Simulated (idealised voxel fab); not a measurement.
voxel self aligned contacts: a process module
It is cross-section cut that appears here, measuring 235 nm in width, its square cells being 5 nm in size.
Just so we're on the same page, the cross-sections are grids of square cells, and they're listed out in bands top to bottom, each band one or more rows deep.
Within each band entry, the heights of the top and of the bottom of the band appear first, in that order and in nm; the materials of the band then follow from left to right, each with its corresponding width in nm. The designation "all across" on a single material indicates that it fills the band from edge to edge; the designation "air" indicates empty space.
Counting heights begins at 0, where everything beneath is, in the wafer as received, one material. The lowest band has no bottom; it goes on downwards, as "0 and below" shows.
So if you see something like "30..40" for the width, read it as the top row of the band sitting at the first number and the bottom row at the second, with every row in between moving by the same amount as the last.
"nothing got changed" means the step left every cell of the cross-section as it was.
For the entry "Fully closed voids", the listed items are empty spaces with no open way to the top whose size is 8 cells or more; each item follows the pattern width x height at distance, where distance is from the left edge and all three are in nm.
On each step's line, the part that comes after the settings is the simulator's own comment on the step.
overlay nm: on a step with a mask, how far right of its planned place the mask lay; negative means left.

This section lists the process steps that were planned:
1 RECEIVE [material Si]
2 CONFORMAL_DEP [material SiO2] [thk nm 5]
3 DIRECTIONAL_DEP [material polySi] [thk nm 25]
4 DIRECTIONAL_DEP [material SiN] [thk nm 20]
5 DIRECTIONAL_DEP [material aC] [thk nm 10]
6 PATTERN [tone cover] [mask id GATE] [material resist] [width nm 35] [pitch nm 60] [thk nm 30] [overlay nm 0]
7 DIRECTIONAL_ETCH [etch materials aC] [depth nm 10]
8 STRIP [etch materials resist]
9 DIRECTIONAL_ETCH [etch materials SiN] [depth nm 20]
10 DIRECTIONAL_ETCH [etch materials polySi] [depth nm 25]
11 STRIP [etch materials aC]
12 CONFORMAL_DEP [material SiN] [thk nm 5]
13 DIRECTIONAL_ETCH [etch materials SiN] [depth nm 5]
14 FILL_DEP [material SiO2] [thk nm 15]
15 CMP [height nm 55]
16 DIRECTIONAL_DEP [material aC] [thk nm 15]
17 PATTERN [tone open] [mask id CONTACT] [material resist] [width nm 45] [pitch nm 60] [thk nm 35] [overlay nm 0]
18 DIRECTIONAL_ETCH [etch materials aC] [depth nm 15]
19 STRIP [etch materials resist]
20 DIRECTIONAL_ETCH [etch materials SiO2] [depth nm 55]
21 STRIP [etch materials aC]
22 CONFORMAL_DEP [material TiN] [thk nm 5]
23 FILL_DEP [material W] [thk nm 10]
24 CMP [height nm 55]
25 CONFORMAL_DEP [material SiN] [thk nm 5]

as received, after step 1:
0 and below  Si all across
Fully closed voids: none

The plan above was carried out on the starting structure above with one mistake, and this cross-section shows the wafer at the end of the module:
75 down to 70  SiN all across
70 down to 60  W all across
60 down to 55  70 TiN  35 W  25 TiN  35 W  70 TiN
55 down to 50  65 SiO2  20 TiN  5 W  20 TiN  15 SiO2  20 TiN  5 W  20 TiN  65 SiO2
50 down to 30  35 SiO2  45 SiN  5 TiN  5 W  5 TiN  45 SiN  5 TiN  5 W  5 TiN  45 SiN  35 SiO2
30 down to 5  35 SiO2  5 SiN  35 polySi  5 SiN  5 TiN  5 W  5 TiN  5 SiN  35 polySi  5 SiN  5 TiN  5 W  5 TiN  5 SiN  35 polySi  5 SiN  35 SiO2
5 down to 0  80 SiO2  15 TiN  45 SiO2  15 TiN  80 SiO2
0 and below  Si all across
Fully closed voids: none
Diagnosis: plan step 24 was not performed, having been skipped
